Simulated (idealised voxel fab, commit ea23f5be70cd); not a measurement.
process module | voxel self aligned contacts
cross-section cut | 215 nm wide | cells 5 nm
A cross-section is a grid of square cells, given in bands from the top down. A band is one or more rows of cells.
Each band's line starts with the height of the band's top and of its bottom, in nm. Then come its materials from left to right, each with its width in nm. One material with "throughout" fills the band from edge to edge. "air" is empty space.
Height 0 is the level under which the wafer as received is all one material. The lowest band goes on downwards, as in "0 down".
A width such as "30 to 40" changes by the same amount from each row of cells to the next, from the band's top row to its bottom row.
"no change" after a step means that no cell of the cross-section changed.
closed voids: empty space of 8 cells or more with no open way to the top, each as width x height at its distance from the left edge, in nm
after a step's settings: what the simulator itself notes on the step
overlay nm, on a step with a mask: how far to the right of its planned place the mask lay; to the left if negative
plan
1 op RECEIVE | material Si
2 op OXIDIZE | depth nm 5
3 op DIRECTIONAL_DEP | material polySi | thk nm 30
4 op DIRECTIONAL_DEP | material SiN | thk nm 20
5 op DIRECTIONAL_DEP | material aC | thk nm 10
6 op PATTERN | tone cover | mask id GATE | material resist | width nm 25 | pitch nm 60 | thk nm 25 | overlay nm 0
7 op DIRECTIONAL_ETCH | etch materials aC | depth nm 10
8 op STRIP | etch materials resist
9 op DIRECTIONAL_ETCH | etch materials SiN | depth nm 20
10 op DIRECTIONAL_ETCH | etch materials polySi | depth nm 30
11 op STRIP | etch materials aC
12 op CONFORMAL_DEP | material SiN | thk nm 5
13 op DIRECTIONAL_ETCH | etch materials SiN | depth nm 5
14 op FILL_DEP | material SiO2 | thk nm 10
15 op CMP | height nm 55
16 op PATTERN | tone open | mask id CONTACT | material resist | width nm 45 | thk nm 15 | overlay nm 0
17 op DIRECTIONAL_ETCH | etch materials SiO2 | depth nm 60
18 op STRIP | etch materials resist
19 op CONFORMAL_DEP | material TiN | thk nm 5
20 op FILL_DEP | material Ru | thk nm 10
21 op CMP | height nm 55
22 op CONFORMAL_DEP | material SiN | thk nm 5
as received, after step 1
  0 down: Si throughout
  closed voids: none
a wafer at the end: this start, this plan, one mistake
  60 to 55: SiN throughout
  55 to 50: SiO2 100 | Ru 15 | SiO2 100
  50 to 30: SiO2 60 | SiN 35 | SiO2 5 | Ru 15 | SiO2 5 | SiN 35 | SiO2 60
  30 to 0: SiO2 60 | SiN 5 | polySi 25 | SiN 5 | SiO2 5 | Ru 15 | SiO2 5 | SiN 5 | polySi 25 | SiN 5 | SiO2 60
  0 to -5: SiO2 throughout
  -5 down: Si throughout
  closed voids: none
what went wrong: step 19 ran as: op CONFORMAL_DEP | material SiO2 | thk nm 5
